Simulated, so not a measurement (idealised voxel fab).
process module | voxel wiring stack
cross-section cut | 255 nm wide | cells 5 nm
A cross-section is a grid of square cells, given in bands from the top down. A band is one or more rows of cells.
Each band's line starts with the height of the band's top and of its bottom, in nm. Then come its materials from left to right, each with its width in nm. One material with "throughout" fills the band from edge to edge. "air" is empty space.
Height 0 is the level under which the wafer as received is all one material. The lowest band goes on downwards, as in "0 down".
A width such as "30 to 40" changes by the same amount from each row of cells to the next, from the band's top row to its bottom row.
"no change" after a step means that no cell of the cross-section changed.
closed voids: empty space of 8 cells or more with no open way to the top, each as width x height at its distance from the left edge, in nm
after a step's settings: what the simulator itself notes on the step
overlay nm, on a step with a mask: how far to the right of its planned place the mask lay; to the left if negative
plan
1 op RECEIVE | material Si
2 op CONFORMAL_DEP | material SiO2 | thk nm 10
3 op DIRECTIONAL_DEP | material TiN | thk nm 5
4 op DIRECTIONAL_DEP | material Ru | thk nm 25
5 op PATTERN | tone cover | mask id METAL_1 | material resist | width nm 25 | pitch nm 45 | thk nm 20 | overlay nm 0
6 op DIRECTIONAL_ETCH | etch materials Ru | depth nm 25
7 op DIRECTIONAL_ETCH | etch materials TiN | depth nm 5
8 op STRIP | etch materials resist
9 op CONFORMAL_DEP | material SiN | thk nm 5
10 op FILL_DEP | material lowk | thk nm 5
11 op CMP | height nm 40
12 op CONFORMAL_DEP | material SiCN | thk nm 5
13 op DIRECTIONAL_DEP | material lowk | thk nm 25
14 op PATTERN | tone open | mask id METAL_2 | material resist | width nm 25 | pitch nm 45 | thk nm 20 | overlay nm 0
15 op DIRECTIONAL_ETCH | etch materials lowk | depth nm 15
16 op STRIP | etch materials resist
17 op PATTERN | tone open | mask id METAL_2_HOLES | material resist | width nm 15 | pitch nm 45 | thk nm 20 | overlay nm 0
18 op DIRECTIONAL_ETCH | etch materials lowk | depth nm 10
19 op DIRECTIONAL_ETCH | etch materials SiCN | depth nm 5
20 op STRIP | etch materials resist
21 op CONFORMAL_DEP | material TiN | thk nm 5
22 op FILL_DEP | material Cu | thk nm 5
23 op CMP | height nm 70
24 op CONFORMAL_DEP | material SiN | thk nm 5
first wafer, as planned
as received, after step 1
  0 down: Si throughout
  closed voids: none
after step 2
  10 to 0: SiO2 throughout
  below 0: unchanged
after step 3
  15 to 10: TiN throughout
  below 10: unchanged
after step 4
  40 to 15: Ru throughout
  below 15: unchanged
after step 5
  60 to 40: air 45 | resist 25 | air 20 | resist 25 | air 20 | resist 25 | air 20 | resist 25 | air 50
  below 40: unchanged
after step 6
  60 to 40: air 45 | resist 25 | air 20 | resist 25 | air 20 | resist 25 | air 20 | resist 25 | air 50
  40 to 15: air 45 | Ru 25 | air 20 | Ru 25 | air 20 | Ru 25 | air 20 | Ru 25 | air 50
  below 15: unchanged
after step 7
  60 to 40: air 45 | resist 25 | air 20 | resist 25 | air 20 | resist 25 | air 20 | resist 25 | air 50
  40 to 15: air 45 | Ru 25 | air 20 | Ru 25 | air 20 | Ru 25 | air 20 | Ru 25 | air 50
  15 to 10: air 45 | TiN 25 | air 20 | TiN 25 | air 20 | TiN 25 | air 20 | TiN 25 | air 50
  below 10: unchanged
after step 8
  40 to 15: air 45 | Ru 25 | air 20 | Ru 25 | air 20 | Ru 25 | air 20 | Ru 25 | air 50
  below 15: unchanged
after step 9
  45 to 40: air 40 | SiN 35 | air 10 | SiN 35 | air 10 | SiN 35 | air 10 | SiN 35 | air 45
  40 to 15: air 40 | SiN 5 | Ru 25 | SiN 5 | air 10 | SiN 5 | Ru 25 | SiN 5 | air 10 | SiN 5 | Ru 25 | SiN 5 | air 10 | SiN 5 | Ru 25 | SiN 5 | air 45
  15 to 10: SiN 45 | TiN 25 | SiN 20 | TiN 25 | SiN 20 | TiN 25 | SiN 20 | TiN 25 | SiN 50
  below 10: unchanged
after step 10
  50 to 45: lowk throughout
  45 to 40: lowk 40 | SiN 35 | lowk 10 | SiN 35 | lowk 10 | SiN 35 | lowk 10 | SiN 35 | lowk 45
  40 to 15: lowk 40 | SiN 5 | Ru 25 | SiN 5 | lowk 10 | SiN 5 | Ru 25 | SiN 5 | lowk 10 | SiN 5 | Ru 25 | SiN 5 | lowk 10 | SiN 5 | Ru 25 | SiN 5 | lowk 45
  below 15: unchanged
after step 11
  40 to 15: lowk 40 | SiN 5 | Ru 25 | SiN 5 | lowk 10 | SiN 5 | Ru 25 | SiN 5 | lowk 10 | SiN 5 | Ru 25 | SiN 5 | lowk 10 | SiN 5 | Ru 25 | SiN 5 | lowk 45
  below 15: unchanged
after step 12
  45 to 40: SiCN throughout
  below 40: unchanged
after step 13
  70 to 45: lowk throughout
  below 45: unchanged
after step 14
  90 to 70: resist 45 | air 25 | resist 20 | air 25 | resist 20 | air 25 | resist 20 | air 25 | resist 50
  below 70: unchanged
after step 15
  90 to 70: resist 45 | air 25 | resist 20 | air 25 | resist 20 | air 25 | resist 20 | air 25 | resist 50
  70 to 55: lowk 45 | air 25 | lowk 20 | air 25 | lowk 20 | air 25 | lowk 20 | air 25 | lowk 50
  below 55: unchanged
after step 16
  70 to 55: lowk 45 | air 25 | lowk 20 | air 25 | lowk 20 | air 25 | lowk 20 | air 25 | lowk 50
  below 55: unchanged
after step 17
  90 to 70: resist 45 | air 15 | resist 30 | air 15 | resist 30 | air 15 | resist 30 | air 15 | resist 60
  70 to 55: lowk 45 | air 15 | resist 10 | lowk 20 | air 15 | resist 10 | lowk 20 | air 15 | resist 10 | lowk 20 | air 15 | resist 10 | lowk 50
  below 55: unchanged
after step 18
  90 to 70: resist 45 | air 15 | resist 30 | air 15 | resist 30 | air 15 | resist 30 | air 15 | resist 60
  70 to 55: lowk 45 | air 15 | resist 10 | lowk 20 | air 15 | resist 10 | lowk 20 | air 15 | resist 10 | lowk 20 | air 15 | resist 10 | lowk 50
  55 to 45: lowk 45 | air 15 | lowk 30 | air 15 | lowk 30 | air 15 | lowk 30 | air 15 | lowk 60
  below 45: unchanged
after step 19
  90 to 70: resist 45 | air 15 | resist 30 | air 15 | resist 30 | air 15 | resist 30 | air 15 | resist 60
  70 to 55: lowk 45 | air 15 | resist 10 | lowk 20 | air 15 | resist 10 | lowk 20 | air 15 | resist 10 | lowk 20 | air 15 | resist 10 | lowk 50
  55 to 45: lowk 45 | air 15 | lowk 30 | air 15 | lowk 30 | air 15 | lowk 30 | air 15 | lowk 60
  45 to 40: SiCN 45 | air 15 | SiCN 30 | air 15 | SiCN 30 | air 15 | SiCN 30 | air 15 | SiCN 60
  below 40: unchanged
after step 20
  70 to 55: lowk 45 | air 25 | lowk 20 | air 25 | lowk 20 | air 25 | lowk 20 | air 25 | lowk 50
  below 55: unchanged
after step 21
  75 to 70: TiN 50 | air 15 | TiN 30 | air 15 | TiN 30 | air 15 | TiN 30 | air 15 | TiN 55
  70 to 60: lowk 45 | TiN 5 | air 15 | TiN 5 | lowk 20 | TiN 5 | air 15 | TiN 5 | lowk 20 | TiN 5 | air 15 | TiN 5 | lowk 20 | TiN 5 | air 15 | TiN 5 | lowk 50
  60 to 55: lowk 45 | TiN 5 | air 5 | TiN 15 | lowk 20 | TiN 5 | air 5 | TiN 15 | lowk 20 | TiN 5 | air 5 | TiN 15 | lowk 20 | TiN 5 | air 5 | TiN 15 | lowk 50
  55 to 45: lowk 45 | TiN 5 | air 5 | TiN 5 | lowk 30 | TiN 5 | air 5 | TiN 5 | lowk 30 | TiN 5 | air 5 | TiN 5 | lowk 30 | TiN 5 | air 5 | TiN 5 | lowk 60
  45 to 40: SiCN 45 | TiN 15 | SiCN 30 | TiN 15 | SiCN 30 | TiN 15 | SiCN 30 | TiN 15 | SiCN 60
  below 40: unchanged
after step 22
  80 to 75: Cu throughout
  75 to 70: TiN 50 | Cu 15 | TiN 30 | Cu 15 | TiN 30 | Cu 15 | TiN 30 | Cu 15 | TiN 55
  70 to 60: lowk 45 | TiN 5 | Cu 15 | TiN 5 | lowk 20 | TiN 5 | Cu 15 | TiN 5 | lowk 20 | TiN 5 | Cu 15 | TiN 5 | lowk 20 | TiN 5 | Cu 15 | TiN 5 | lowk 50
  60 to 55: lowk 45 | TiN 5 | Cu 5 | TiN 15 | lowk 20 | TiN 5 | Cu 5 | TiN 15 | lowk 20 | TiN 5 | Cu 5 | TiN 15 | lowk 20 | TiN 5 | Cu 5 | TiN 15 | lowk 50
  55 to 45: lowk 45 | TiN 5 | Cu 5 | TiN 5 | lowk 30 | TiN 5 | Cu 5 | TiN 5 | lowk 30 | TiN 5 | Cu 5 | TiN 5 | lowk 30 | TiN 5 | Cu 5 | TiN 5 | lowk 60
  below 45: unchanged
after step 23
  70 to 60: lowk 45 | TiN 5 | Cu 15 | TiN 5 | lowk 20 | TiN 5 | Cu 15 | TiN 5 | lowk 20 | TiN 5 | Cu 15 | TiN 5 | lowk 20 | TiN 5 | Cu 15 | TiN 5 | lowk 50
  below 60: unchanged
after step 24
  75 to 70: SiN throughout
  below 70: unchanged
second wafer: like start, like plan, one mistake. Through step 3 it matches the first wafer
when step 4 should have ended
  40 to 15: SiO2 throughout
  below 15: unchanged
when step 5 should have ended
  60 to 40: air 45 | resist 25 | air 20 | resist 25 | air 20 | resist 25 | air 20 | resist 25 | air 50
  below 40: unchanged
when step 6 should have ended: no change
when step 7 should have ended: no change
when step 8 should have ended
  40 to 15: SiO2 throughout
  below 15: unchanged
when step 9 should have ended
  45 to 40: SiN throughout
  below 40: unchanged
when step 10 should have ended
  50 to 45: lowk throughout
  below 45: unchanged
when step 11 should have ended
  40 to 15: SiO2 throughout
  below 15: unchanged
when step 12 should have ended
  45 to 40: SiCN throughout
  below 40: unchanged
when step 13 should have ended
  70 to 45: lowk throughout
  below 45: unchanged
when step 14 should have ended
  90 to 70: resist 45 | air 25 | resist 20 | air 25 | resist 20 | air 25 | resist 20 | air 25 | resist 50
  below 70: unchanged
when step 15 should have ended
  90 to 70: resist 45 | air 25 | resist 20 | air 25 | resist 20 | air 25 | resist 20 | air 25 | resist 50
  70 to 55: lowk 45 | air 25 | lowk 20 | air 25 | lowk 20 | air 25 | lowk 20 | air 25 | lowk 50
  below 55: unchanged
when step 16 should have ended
  70 to 55: lowk 45 | air 25 | lowk 20 | air 25 | lowk 20 | air 25 | lowk 20 | air 25 | lowk 50
  below 55: unchanged
when step 17 should have ended
  90 to 70: resist 45 | air 15 | resist 30 | air 15 | resist 30 | air 15 | resist 30 | air 15 | resist 60
  70 to 55: lowk 45 | air 15 | resist 10 | lowk 20 | air 15 | resist 10 | lowk 20 | air 15 | resist 10 | lowk 20 | air 15 | resist 10 | lowk 50
  below 55: unchanged
when step 18 should have ended
  90 to 70: resist 45 | air 15 | resist 30 | air 15 | resist 30 | air 15 | resist 30 | air 15 | resist 60
  70 to 55: lowk 45 | air 15 | resist 10 | lowk 20 | air 15 | resist 10 | lowk 20 | air 15 | resist 10 | lowk 20 | air 15 | resist 10 | lowk 50
  55 to 45: lowk 45 | air 15 | lowk 30 | air 15 | lowk 30 | air 15 | lowk 30 | air 15 | lowk 60
  below 45: unchanged
when step 19 should have ended
  90 to 70: resist 45 | air 15 | resist 30 | air 15 | resist 30 | air 15 | resist 30 | air 15 | resist 60
  70 to 55: lowk 45 | air 15 | resist 10 | lowk 20 | air 15 | resist 10 | lowk 20 | air 15 | resist 10 | lowk 20 | air 15 | resist 10 | lowk 50
  55 to 45: lowk 45 | air 15 | lowk 30 | air 15 | lowk 30 | air 15 | lowk 30 | air 15 | lowk 60
  45 to 40: SiCN 45 | air 15 | SiCN 30 | air 15 | SiCN 30 | air 15 | SiCN 30 | air 15 | SiCN 60
  below 40: unchanged
when step 20 should have ended
  70 to 55: lowk 45 | air 25 | lowk 20 | air 25 | lowk 20 | air 25 | lowk 20 | air 25 | lowk 50
  below 55: unchanged
when step 21 should have ended
  75 to 70: TiN 50 | air 15 | TiN 30 | air 15 | TiN 30 | air 15 | TiN 30 | air 15 | TiN 55
  70 to 60: lowk 45 | TiN 5 | air 15 | TiN 5 | lowk 20 | TiN 5 | air 15 | TiN 5 | lowk 20 | TiN 5 | air 15 | TiN 5 | lowk 20 | TiN 5 | air 15 | TiN 5 | lowk 50
  60 to 55: lowk 45 | TiN 5 | air 5 | TiN 15 | lowk 20 | TiN 5 | air 5 | TiN 15 | lowk 20 | TiN 5 | air 5 | TiN 15 | lowk 20 | TiN 5 | air 5 | TiN 15 | lowk 50
  55 to 45: lowk 45 | TiN 5 | air 5 | TiN 5 | lowk 30 | TiN 5 | air 5 | TiN 5 | lowk 30 | TiN 5 | air 5 | TiN 5 | lowk 30 | TiN 5 | air 5 | TiN 5 | lowk 60
  45 to 40: SiCN 45 | TiN 15 | SiCN 30 | TiN 15 | SiCN 30 | TiN 15 | SiCN 30 | TiN 15 | SiCN 60
  below 40: unchanged
when step 22 should have ended
  80 to 75: Cu throughout
  75 to 70: TiN 50 | Cu 15 | TiN 30 | Cu 15 | TiN 30 | Cu 15 | TiN 30 | Cu 15 | TiN 55
  70 to 60: lowk 45 | TiN 5 | Cu 15 | TiN 5 | lowk 20 | TiN 5 | Cu 15 | TiN 5 | lowk 20 | TiN 5 | Cu 15 | TiN 5 | lowk 20 | TiN 5 | Cu 15 | TiN 5 | lowk 50
  60 to 55: lowk 45 | TiN 5 | Cu 5 | TiN 15 | lowk 20 | TiN 5 | Cu 5 | TiN 15 | lowk 20 | TiN 5 | Cu 5 | TiN 15 | lowk 20 | TiN 5 | Cu 5 | TiN 15 | lowk 50
  55 to 45: lowk 45 | TiN 5 | Cu 5 | TiN 5 | lowk 30 | TiN 5 | Cu 5 | TiN 5 | lowk 30 | TiN 5 | Cu 5 | TiN 5 | lowk 30 | TiN 5 | Cu 5 | TiN 5 | lowk 60
  below 45: unchanged
when step 23 should have ended
  70 to 60: lowk 45 | TiN 5 | Cu 15 | TiN 5 | lowk 20 | TiN 5 | Cu 15 | TiN 5 | lowk 20 | TiN 5 | Cu 15 | TiN 5 | lowk 20 | TiN 5 | Cu 15 | TiN 5 | lowk 50
  below 60: unchanged
when step 24 should have ended
  75 to 70: SiN throughout
  below 70: unchanged
what went wrong: step 4 ran as: op DIRECTIONAL_DEP | material SiO2 | thk nm 25
at the end the second wafer has, in cells: 100 fewer of Ru | 71 fewer of SiN | 255 more of SiO2 | 31 more of TiN | 115 fewer of lowk
